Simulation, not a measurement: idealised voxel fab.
process module | voxel self aligned contacts
cross-section cut | 270 nm wide | cells 5 nm
A cross-section is a grid of square cells, given in bands from the top down. A band is one or more rows of cells.
Each band's line starts with the height of the band's top and of its bottom, in nm. Then come its materials from left to right, each with its width in nm. One material with "throughout" fills the band from edge to edge. "air" is empty space.
Height 0 is the level under which the wafer as received is all one material. The lowest band goes on downwards, as in "0 down".
A width such as "30 to 40" changes by the same amount from each row of cells to the next, from the band's top row to its bottom row.
"no change" after a step means that no cell of the cross-section changed.
closed voids: empty space of 8 cells or more with no open way to the top, each as width x height at its distance from the left edge, in nm
after a step's settings: what the simulator itself notes on the step
overlay nm, on a step with a mask: how far to the right of its planned place the mask lay; to the left if negative
plan
1 op RECEIVE | material Si
2 op OXIDIZE | depth nm 5
3 op DIRECTIONAL_DEP | material polySi | thk nm 20
4 op DIRECTIONAL_DEP | material SiN | thk nm 25
5 op PATTERN | tone cover | mask id GATE | material resist | width nm 35 | pitch nm 75 | thk nm 15 | overlay nm 0
6 op DIRECTIONAL_ETCH | etch materials SiN | depth nm 25
7 op DIRECTIONAL_ETCH | etch materials polySi | depth nm 20
8 op STRIP | etch materials resist
9 op CONFORMAL_DEP | material SiN | thk nm 10
10 op DIRECTIONAL_ETCH | etch materials SiN | depth nm 10
11 op FILL_DEP | material SiO2 | thk nm 20
12 op CMP | height nm 55
13 op MASKED_ETCH | tone open | mask id CONTACT | width nm 50 | etch materials SiO2 | depth nm 60 | overlay nm 0
14 op CONFORMAL_DEP | material TiN | thk nm 5
15 op FILL_DEP | material Ru | thk nm 5
16 op CMP | height nm 55
17 op CONFORMAL_DEP | material SiCN | thk nm 5
first wafer, as planned
as received, after step 1
  0 down: Si throughout
  closed voids: none
after step 2
  0 to -5: SiO2 throughout
  below -5: unchanged
after step 3
  20 to 0: polySi throughout
  below 0: unchanged
after step 4
  45 to 20: SiN throughout
  below 20: unchanged
after step 5
  60 to 45: air 80 | resist 35 | air 40 | resist 35 | air 80
  below 45: unchanged
after step 6
  60 to 45: air 80 | resist 35 | air 40 | resist 35 | air 80
  45 to 20: air 80 | SiN 35 | air 40 | SiN 35 | air 80
  below 20: unchanged
after step 7
  60 to 45: air 80 | resist 35 | air 40 | resist 35 | air 80
  45 to 20: air 80 | SiN 35 | air 40 | SiN 35 | air 80
  20 to 0: air 80 | polySi 35 | air 40 | polySi 35 | air 80
  below 0: unchanged
after step 8
  45 to 20: air 80 | SiN 35 | air 40 | SiN 35 | air 80
  below 20: unchanged
after step 9
  55 to 20: air 70 | SiN 55 | air 20 | SiN 55 | air 70
  20 to 10: air 70 | SiN 10 | polySi 35 | SiN 10 | air 20 | SiN 10 | polySi 35 | SiN 10 | air 70
  10 to 0: SiN 80 | polySi 35 | SiN 40 | polySi 35 | SiN 80
  below 0: unchanged
after step 10
  45 to 20: air 70 | SiN 55 | air 20 | SiN 55 | air 70
  20 to 0: air 70 | SiN 10 | polySi 35 | SiN 10 | air 20 | SiN 10 | polySi 35 | SiN 10 | air 70
  below 0: unchanged
after step 11
  65 to 45: SiO2 throughout
  45 to 20: SiO2 70 | SiN 55 | SiO2 20 | SiN 55 | SiO2 70
  20 to 0: SiO2 70 | SiN 10 | polySi 35 | SiN 10 | SiO2 20 | SiN 10 | polySi 35 | SiN 10 | SiO2 70
  below 0: unchanged
after step 12
  55 to 45: SiO2 throughout
  below 45: unchanged
after step 13
  55 to 45: SiO2 110 | air 50 | SiO2 110
  45 to 20: SiO2 70 | SiN 55 | air 20 | SiN 55 | SiO2 70
  20 to 0: SiO2 70 | SiN 10 | polySi 35 | SiN 10 | air 20 | SiN 10 | polySi 35 | SiN 10 | SiO2 70
  0 to -5: SiO2 125 | air 20 | SiO2 125
  below -5: unchanged
after step 14
  60 to 55: TiN 115 | air 40 | TiN 115
  55 to 45: SiO2 110 | TiN 5 to 20 | air 40 to 10 | TiN 5 to 20 | SiO2 110
  45 to 20: SiO2 70 | SiN 55 | TiN 5 | air 10 | TiN 5 | SiN 55 | SiO2 70
  20 to 0: SiO2 70 | SiN 10 | polySi 35 | SiN 10 | TiN 5 | air 10 | TiN 5 | SiN 10 | polySi 35 | SiN 10 | SiO2 70
  0 to -5: SiO2 125 | TiN 20 | SiO2 125
  below -5: unchanged
after step 15
  65 to 60: Ru throughout
  60 to 55: TiN 115 | Ru 40 | TiN 115
  55 to 45: SiO2 110 | TiN 5 to 20 | Ru 40 to 10 | TiN 5 to 20 | SiO2 110
  45 to 20: SiO2 70 | SiN 55 | TiN 5 | Ru 10 | TiN 5 | SiN 55 | SiO2 70
  20 to 0: SiO2 70 | SiN 10 | polySi 35 | SiN 10 | TiN 5 | Ru 10 | TiN 5 | SiN 10 | polySi 35 | SiN 10 | SiO2 70
  below 0: unchanged
after step 16
  55 to 45: SiO2 110 | TiN 5 to 20 | Ru 40 to 10 | TiN 5 to 20 | SiO2 110
  below 45: unchanged
after step 17
  60 to 55: SiCN throughout
  below 55: unchanged
second wafer: like start, like plan, one mistake. Through step 4 it matches the first wafer
when step 5 should have ended
  60 to 45: air 70 | resist 35 | air 40 | resist 35 | air 90
  below 45: unchanged
when step 6 should have ended
  60 to 45: air 70 | resist 35 | air 40 | resist 35 | air 90
  45 to 20: air 70 | SiN 35 | air 40 | SiN 35 | air 90
  below 20: unchanged
when step 7 should have ended
  60 to 45: air 70 | resist 35 | air 40 | resist 35 | air 90
  45 to 20: air 70 | SiN 35 | air 40 | SiN 35 | air 90
  20 to 0: air 70 | polySi 35 | air 40 | polySi 35 | air 90
  below 0: unchanged
when step 8 should have ended
  45 to 20: air 70 | SiN 35 | air 40 | SiN 35 | air 90
  below 20: unchanged
when step 9 should have ended
  55 to 20: air 60 | SiN 55 | air 20 | SiN 55 | air 80
  20 to 10: air 60 | SiN 10 | polySi 35 | SiN 10 | air 20 | SiN 10 | polySi 35 | SiN 10 | air 80
  10 to 0: SiN 70 | polySi 35 | SiN 40 | polySi 35 | SiN 90
  below 0: unchanged
when step 10 should have ended
  45 to 20: air 60 | SiN 55 | air 20 | SiN 55 | air 80
  20 to 0: air 60 | SiN 10 | polySi 35 | SiN 10 | air 20 | SiN 10 | polySi 35 | SiN 10 | air 80
  below 0: unchanged
when step 11 should have ended
  65 to 45: SiO2 throughout
  45 to 20: SiO2 60 | SiN 55 | SiO2 20 | SiN 55 | SiO2 80
  20 to 0: SiO2 60 | SiN 10 | polySi 35 | SiN 10 | SiO2 20 | SiN 10 | polySi 35 | SiN 10 | SiO2 80
  below 0: unchanged
when step 12 should have ended
  55 to 45: SiO2 throughout
  below 45: unchanged
when step 13 should have ended
  55 to 45: SiO2 110 | air 50 | SiO2 110
  45 to 20: SiO2 60 | SiN 55 | air 20 | SiN 55 | SiO2 80
  20 to 0: SiO2 60 | SiN 10 | polySi 35 | SiN 10 | air 20 | SiN 10 | polySi 35 | SiN 10 | SiO2 80
  0 to -5: SiO2 115 | air 20 | SiO2 135
  below -5: unchanged
when step 14 should have ended
  60 to 55: TiN 115 | air 40 | TiN 115
  55 to 45: SiO2 110 | TiN 5 to 10 | air 40 to 10 | TiN 5 to 30 | SiO2 110
  45 to 20: SiO2 60 | SiN 55 | TiN 5 | air 10 | TiN 5 | SiN 55 | SiO2 80
  20 to 0: SiO2 60 | SiN 10 | polySi 35 | SiN 10 | TiN 5 | air 10 | TiN 5 | SiN 10 | polySi 35 | SiN 10 | SiO2 80
  0 to -5: SiO2 115 | TiN 20 | SiO2 135
  below -5: unchanged
when step 15 should have ended
  65 to 60: Ru throughout
  60 to 55: TiN 115 | Ru 40 | TiN 115
  55 to 45: SiO2 110 | TiN 5 to 10 | Ru 40 to 10 | TiN 5 to 30 | SiO2 110
  45 to 20: SiO2 60 | SiN 55 | TiN 5 | Ru 10 | TiN 5 | SiN 55 | SiO2 80
  20 to 0: SiO2 60 | SiN 10 | polySi 35 | SiN 10 | TiN 5 | Ru 10 | TiN 5 | SiN 10 | polySi 35 | SiN 10 | SiO2 80
  below 0: unchanged
when step 16 should have ended
  55 to 45: SiO2 110 | TiN 5 to 10 | Ru 40 to 10 | TiN 5 to 30 | SiO2 110
  below 45: unchanged
when step 17 should have ended
  60 to 55: SiCN throughout
  below 55: unchanged
what went wrong: step 5 ran as: op PATTERN | tone cover | mask id GATE | material resist | width nm 35 | pitch nm 75 | thk nm 15 | overlay nm -10
at the end the second wafer has, in cells: as many of each material as the first, in other places
